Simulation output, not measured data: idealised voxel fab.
process module | voxel self aligned vias
cross-section cut | 220 nm wide | cells 5 nm
A cross-section is a grid of square cells, given in bands from the top down. A band is one or more rows of cells.
Each band's line starts with the height of the band's top and of its bottom, in nm. Then come its materials from left to right, each with its width in nm. One material with "throughout" fills the band from edge to edge. "air" is empty space.
Height 0 is the level under which the wafer as received is all one material. The lowest band goes on downwards, as in "0 down".
A width such as "30 to 40" changes by the same amount from each row of cells to the next, from the band's top row to its bottom row.
"no change" after a step means that no cell of the cross-section changed.
closed voids: empty space of 8 cells or more with no open way to the top, each as width x height at its distance from the left edge, in nm
after a step's settings: what the simulator itself notes on the step
overlay nm, on a step with a mask: how far to the right of its planned place the mask lay; to the left if negative
plan
1 op RECEIVE | material Si
2 op CONFORMAL_DEP | material SiO2 | thk nm 10
3 op CONFORMAL_DEP | material SiCN | thk nm 5
4 op DIRECTIONAL_DEP | material lowk | thk nm 30
5 op DIRECTIONAL_DEP | material aC | thk nm 10
6 op PATTERN | tone open | mask id LINES | material resist | width nm 30 | pitch nm 70 | thk nm 30 | overlay nm 0
7 op DIRECTIONAL_ETCH | etch materials aC | depth nm 10
8 op STRIP | etch materials resist
9 op DIRECTIONAL_ETCH | etch materials lowk | depth nm 30
10 op STRIP | etch materials aC
11 op CONFORMAL_DEP | material TiN | thk nm 5
12 op FILL_DEP | material W | thk nm 5
13 op CMP | height nm 45
14 op SELECTIVE_ETCH | etch materials W Ru TiN | depth nm 10
15 op FILL_DEP | material SiN | thk nm 10
16 op CMP | height nm 45
17 op DIRECTIONAL_DEP | material lowk | thk nm 5
18 op MASKED_ETCH | tone open | mask id VIAS | width nm 40 | pitch nm 70 | etch materials lowk | depth nm 15 | overlay nm 0
19 op MASKED_ETCH | tone open | mask id VIAS | width nm 40 | pitch nm 70 | etch materials SiN | depth nm 10 | overlay nm 0
20 op CONFORMAL_DEP | material TiN | thk nm 5
21 op FILL_DEP | material W | thk nm 10
22 op CMP | height nm 60
23 op CONFORMAL_DEP | material SiCN | thk nm 5
varied across the wafers: thk nm of step 17. The plan shows the first wafer's value. All wafers start alike
first wafer as received, after step 1
  0 down: Si throughout
  closed voids: none
first wafer at the end, after step 23
  65 to 60: SiCN throughout
  60 to 55: W throughout
  55 to 50: TiN 60 | W 30 | TiN 40 | W 30 | TiN 60
  50 to 40: lowk 55 | TiN 5 | W 30 | TiN 5 | lowk 30 | TiN 5 | W 30 | TiN 5 | lowk 55
  40 to 35: lowk 55 | TiN 40 | lowk 30 | TiN 40 | lowk 55
  35 to 20: lowk 60 | TiN 5 | W 20 | TiN 5 | lowk 40 | TiN 5 | W 20 | TiN 5 | lowk 60
  20 to 15: lowk 60 | TiN 30 | lowk 40 | TiN 30 | lowk 60
  15 to 10: SiCN throughout
  10 to 0: SiO2 throughout
  0 down: Si throughout
  closed voids: none
last wafer at the end
  65 to 60: SiCN throughout
  60 to 45: lowk throughout
  45 to 35: lowk 60 | SiN 30 | lowk 40 | SiN 30 | lowk 60
  35 to 20: lowk 60 | TiN 5 | W 20 | TiN 5 | lowk 40 | TiN 5 | W 20 | TiN 5 | lowk 60
  20 to 15: lowk 60 | TiN 30 | lowk 40 | TiN 30 | lowk 60
  15 to 10: SiCN throughout
  10 to 0: SiO2 throughout
  0 down: Si throughout
  closed voids: none
each wafer at the end: cells of each material gained (+) or lost (-) since it was received, then its closed voids
thk nm 5 | +88 SiCN | +88 SiO2 | +80 TiN | +104 W | +212 lowk | closed voids: none
thk nm 10 | +88 SiCN | +88 SiO2 | +84 TiN | +68 W | +244 lowk | closed voids: none
thk nm 15 | +88 SiCN | +88 SiO2 | +56 TiN | +64 W | +276 lowk | closed voids: none
thk nm 20 | +88 SiCN | +24 SiN | +88 SiO2 | +44 TiN | +36 W | +292 lowk | closed voids: none
thk nm 25 | +88 SiCN | +24 SiN | +88 SiO2 | +40 TiN | +24 W | +308 lowk | closed voids: none
thk nm 30 | +88 SiCN | +24 SiN | +88 SiO2 | +24 TiN | +24 W | +324 lowk | closed voids: none
